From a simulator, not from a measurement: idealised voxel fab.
process module | voxel local oxidation
cross-section cut | 245 nm wide | cells 5 nm
A cross-section is a grid of square cells, given in bands from the top down. A band is one or more rows of cells.
Each band's line starts with the height of the band's top and of its bottom, in nm. Then come its materials from left to right, each with its width in nm. One material with "throughout" fills the band from edge to edge. "air" is empty space.
Height 0 is the level under which the wafer as received is all one material. The lowest band goes on downwards, as in "0 down".
A width such as "30 to 40" changes by the same amount from each row of cells to the next, from the band's top row to its bottom row.
"no change" after a step means that no cell of the cross-section changed.
closed voids: empty space of 8 cells or more with no open way to the top, each as width x height at its distance from the left edge, in nm
after a step's settings: what the simulator itself notes on the step
overlay nm, on a step with a mask: how far to the right of its planned place the mask lay; to the left if negative
plan
1 op RECEIVE | material Si
2 op OXIDIZE | depth nm 5
3 op CONFORMAL_DEP | material SiN | thk nm 15
4 op DIRECTIONAL_DEP | material aC | thk nm 15
5 op PATTERN | tone cover | mask id ACTIVE | material resist | width nm 105 | thk nm 30 | overlay nm 0
6 op DIRECTIONAL_ETCH | etch materials aC | depth nm 15
7 op STRIP | etch materials resist
8 op DIRECTIONAL_ETCH | etch materials SiN | depth nm 15
9 op STRIP | etch materials aC
10 op SELECTIVE_ETCH | etch materials SiO2 | depth nm 5
11 op OXIDIZE | depth nm 15
12 op STRIP | etch materials SiN
as received, after step 1
  0 down: Si throughout
  closed voids: none
a wafer at the end: this start, this plan, one mistake
  0 to -5: SiO2 65 | air 115 | SiO2 65
  -5 to -20: Si 50 | SiO2 145 | Si 50
  -20 down: Si throughout
  closed voids: none
what went wrong: step 5 ran as: op PATTERN | tone open | mask id ACTIVE | material resist | width nm 105 | thk nm 30 | overlay nm 0
